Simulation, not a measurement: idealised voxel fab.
Process module in this document: voxel self aligned vias
Section shown: cut. Width: 275 nm. Cell size: 5 nm, square.
Think of the cross-section as a grid of square cells. We describe it in bands, top to bottom, and each band covers one or more rows of those cells. Top, bottom (nm), then materials left to right with widths (nm); lone material tagged "all across" fills the whole band edge to edge; "empty" = empty space. All heights in this document are referenced to 0, defined as the level beneath which the wafer, as received, consists entirely of one material. The lowest band is not bounded below; it extends indefinitely downward and is written in the form "0..down". So if you see something like "30 to 40" for the width, read it as the top row of the band sitting at the first number and the bottom row at the second, with every row in between moving by the same amount as the last. "nothing altered" after a step means that no cell of the cross-section changed. Closed empty spaces (no open way to the top) of 8 cells or more are what "Sealed-off cavities" lists, each as width x height at distance from the left edge, nm for all three. Step line, after settings: the simulator's comment on this step. The optional step-line setting "overlay nm" applies to steps with a mask and quantifies how far to the right of its planned location the mask lay, a negative value indicating leftward placement.

## List of planned process steps
1) RECEIVE (material Si)
2) CONFORMAL_DEP (material SiO2; thk nm 15)
3) CONFORMAL_DEP (material SiCN; thk nm 5)
4) DIRECTIONAL_DEP (material SiO2; thk nm 20)
5) PATTERN (tone open; mask id LINES; material resist; width nm 20; pitch nm 55; thk nm 15; overlay nm -15)
6) DIRECTIONAL_ETCH (etch materials SiO2; depth nm 20)
7) STRIP (etch materials resist)
8) CONFORMAL_DEP (material TiN; thk nm 5)
9) FILL_DEP (material Ru; thk nm 5)
10) CMP (height nm 40)
11) SELECTIVE_ETCH (etch materials W Ru TiN; depth nm 10)
12) FILL_DEP (material SiN; thk nm 5)
13) CMP (height nm 40)
14) DIRECTIONAL_DEP (material SiO2; thk nm 15)
15) MASKED_ETCH (tone open; mask id VIAS; width nm 30; pitch nm 55; etch materials SiO2; depth nm 15; overlay nm 0)
16) MASKED_ETCH (tone open; mask id VIAS; width nm 30; pitch nm 55; etch materials SiN; depth nm 10; overlay nm 0)
17) CONFORMAL_DEP (material TiN; thk nm 5)
18) FILL_DEP (material W; thk nm 5)
19) CMP (height nm 55)
20) CONFORMAL_DEP (material SiCN; thk nm 5)
The value of overlay nm given for step 5 in the plan refers to the first wafer; the wafers vary in this setting and are alike at the start.

## As-received state after step 1, first of several wafers, cross-section
  0..down  Si all across
  Sealed-off cavities: none

## Module end state after final step 20: cross-section of the first of several wafers
  60..55  SiCN all across
  55..45  65 of SiO2; 5 of TiN; 20 of W; 5 of TiN; 25 of SiO2; 5 of TiN; 20 of W; 5 of TiN; 25 of SiO2; 5 of TiN; 20 of W; 5 of TiN; 70 of SiO2
  45..40  65 of SiO2; 30 of TiN; 25 of SiO2; 30 of TiN; 25 of SiO2; 30 of TiN; 70 of SiO2
  40..30  55 of SiO2; 10 of SiN; 10 of TiN; 35 of SiO2; 10 of SiN; 10 of TiN; 35 of SiO2; 10 of SiN; 10 of TiN; 90 of SiO2
  30..25  55 of SiO2; 5 of TiN; 10 of Ru; 5 of TiN; 35 of SiO2; 5 of TiN; 10 of Ru; 5 of TiN; 35 of SiO2; 5 of TiN; 10 of Ru; 5 of TiN; 90 of SiO2
  25..20  55 of SiO2; 20 of TiN; 35 of SiO2; 20 of TiN; 35 of SiO2; 20 of TiN; 90 of SiO2
  20..15  SiCN all across
  15..0  SiO2 all across
  0..down  Si all across
  Sealed-off cavities: none

## Cross-section, module end, final of several wafers
  60..55  SiCN all across
  55..45  65 of SiO2; 5 of TiN; 20 of W; 5 of TiN; 25 of SiO2; 5 of TiN; 20 of W; 5 of TiN; 25 of SiO2; 5 of TiN; 20 of W; 5 of TiN; 70 of SiO2
  45..40  65 of SiO2; 30 of TiN; 25 of SiO2; 30 of TiN; 25 of SiO2; 30 of TiN; 70 of SiO2
  40..30  85 of SiO2; 10 of TiN; 10 of SiN; 35 of SiO2; 10 of TiN; 10 of SiN; 35 of SiO2; 10 of TiN; 10 of SiN; 60 of SiO2
  30..25  85 of SiO2; 5 of TiN; 10 of Ru; 5 of TiN; 35 of SiO2; 5 of TiN; 10 of Ru; 5 of TiN; 35 of SiO2; 5 of TiN; 10 of Ru; 5 of TiN; 60 of SiO2
  25..20  85 of SiO2; 20 of TiN; 35 of SiO2; 20 of TiN; 35 of SiO2; 20 of TiN; 60 of SiO2
  20..15  SiCN all across
  15..0  SiO2 all across
  0..down  Si all across
  Sealed-off cavities: none

## Tabulated below, wafer by wafer, are the end-of-module results: for each material, the number of cells gained (+) or lost (-) relative to the as-received state, followed by the closed voids
overlay nm -15; +6 Ru; +110 SiCN; +12 SiN; +448 SiO2; +60 TiN; +24 W; Sealed-off cavities: none
overlay nm -10; +6 Ru; +110 SiCN; +6 SiN; +448 SiO2; +60 TiN; +30 W; Sealed-off cavities: none
overlay nm -5; +6 Ru; +110 SiCN; +448 SiO2; +60 TiN; +36 W; Sealed-off cavities: none
overlay nm 0; +6 Ru; +110 SiCN; +448 SiO2; +60 TiN; +36 W; Sealed-off cavities: none
overlay nm 5; +6 Ru; +110 SiCN; +448 SiO2; +60 TiN; +36 W; Sealed-off cavities: none
overlay nm 10; +6 Ru; +110 SiCN; +6 SiN; +448 SiO2; +60 TiN; +30 W; Sealed-off cavities: none
overlay nm 15; +6 Ru; +110 SiCN; +12 SiN; +448 SiO2; +60 TiN; +24 W; Sealed-off cavities: none
